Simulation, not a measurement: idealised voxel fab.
process module | voxel self aligned vias
cross-section cut | 210 nm wide | cells 5 nm
A cross-section is a grid of square cells, given in bands from the top down. A band is one or more rows of cells.
Each band's line starts with the height of the band's top and of its bottom, in nm. Then come its materials from left to right, each with its width in nm. One material with "throughout" fills the band from edge to edge. "air" is empty space.
Height 0 is the level under which the wafer as received is all one material. The lowest band goes on downwards, as in "0 down".
A width such as "30 to 40" changes by the same amount from each row of cells to the next, from the band's top row to its bottom row.
"no change" after a step means that no cell of the cross-section changed.
closed voids: empty space of 8 cells or more with no open way to the top, each as width x height at its distance from the left edge, in nm
after a step's settings: what the simulator itself notes on the step
overlay nm, on a step with a mask: how far to the right of its planned place the mask lay; to the left if negative
plan
1 op RECEIVE | material Si
2 op CONFORMAL_DEP | material SiO2 | thk nm 15
3 op CONFORMAL_DEP | material SiCN | thk nm 5
4 op DIRECTIONAL_DEP | material SiO2 | thk nm 20
5 op PATTERN | tone open | mask id LINES | material resist | width nm 30 | pitch nm 80 | thk nm 15 | overlay nm 0
6 op DIRECTIONAL_ETCH | etch materials SiO2 | depth nm 20
7 op STRIP | etch materials resist
8 op CONFORMAL_DEP | material TiN | thk nm 5
9 op FILL_DEP | material Ru | thk nm 5
10 op CMP | height nm 40
11 op SELECTIVE_ETCH | etch materials W Ru TiN | depth nm 5
12 op FILL_DEP | material SiN | thk nm 10
13 op CMP | height nm 40
14 op DIRECTIONAL_DEP | material SiO2 | thk nm 15
15 op MASKED_ETCH | tone open | mask id VIAS | width nm 50 | pitch nm 80 | etch materials SiO2 | depth nm 15 | overlay nm 0
16 op MASKED_ETCH | tone open | mask id VIAS | width nm 50 | pitch nm 80 | etch materials SiN | depth nm 5 | overlay nm -15
17 op CONFORMAL_DEP | material TiN | thk nm 5
18 op FILL_DEP | material Cu | thk nm 5
19 op CMP | height nm 55
20 op CONFORMAL_DEP | material SiCN | thk nm 5
varied across the wafers: overlay nm of step 16. The plan shows the first wafer's value. All wafers start alike
first wafer as received, after step 1
  0 down: Si throughout
  closed voids: none
first wafer at the end, after step 20
  60 to 55: SiCN throughout
  55 to 45: SiO2 40 | TiN 5 | Cu 40 | TiN 5 | SiO2 30 | TiN 5 | Cu 40 | TiN 5 | SiO2 40
  45 to 40: SiO2 40 | TiN 15 | Cu 15 | TiN 20 | SiO2 30 | TiN 15 | Cu 15 | TiN 20 | SiO2 40
  40 to 35: SiO2 50 | TiN 25 | SiN 5 | SiO2 50 | TiN 25 | SiN 5 | SiO2 50
  35 to 25: SiO2 50 | TiN 5 | Ru 20 | TiN 5 | SiO2 50 | TiN 5 | Ru 20 | TiN 5 | SiO2 50
  25 to 20: SiO2 50 | TiN 30 | SiO2 50 | TiN 30 | SiO2 50
  20 to 15: SiCN throughout
  15 to 0: SiO2 throughout
  0 down: Si throughout
  closed voids: none
last wafer at the end
  60 to 55: SiCN throughout
  55 to 45: SiO2 40 | TiN 5 | Cu 40 | TiN 5 | SiO2 30 | TiN 5 | Cu 40 | TiN 5 | SiO2 40
  45 to 40: SiO2 40 | TiN 20 | Cu 15 | TiN 15 | SiO2 30 | TiN 20 | Cu 15 | TiN 15 | SiO2 40
  40 to 35: SiO2 50 | SiN 5 | TiN 25 | SiO2 50 | SiN 5 | TiN 25 | SiO2 50
  35 to 25: SiO2 50 | TiN 5 | Ru 20 | TiN 5 | SiO2 50 | TiN 5 | Ru 20 | TiN 5 | SiO2 50
  25 to 20: SiO2 50 | TiN 30 | SiO2 50 | TiN 30 | SiO2 50
  20 to 15: SiCN throughout
  15 to 0: SiO2 throughout
  0 down: Si throughout
  closed voids: none
each wafer at the end: cells of each material gained (+) or lost (-) since it was received, then its closed voids
overlay nm -15 | +38 Cu | +16 Ru | +84 SiCN | +2 SiN | +312 SiO2 | +52 TiN | closed voids: none
overlay nm -10 | +40 Cu | +16 Ru | +84 SiCN | +312 SiO2 | +52 TiN | closed voids: none
overlay nm -5 | +40 Cu | +16 Ru | +84 SiCN | +312 SiO2 | +52 TiN | closed voids: none
overlay nm 0 | +40 Cu | +16 Ru | +84 SiCN | +312 SiO2 | +52 TiN | closed voids: none
overlay nm 5 | +40 Cu | +16 Ru | +84 SiCN | +312 SiO2 | +52 TiN | closed voids: none
overlay nm 10 | +40 Cu | +16 Ru | +84 SiCN | +312 SiO2 | +52 TiN | closed voids: none
overlay nm 15 | +38 Cu | +16 Ru | +84 SiCN | +2 SiN | +312 SiO2 | +52 TiN | closed voids: none
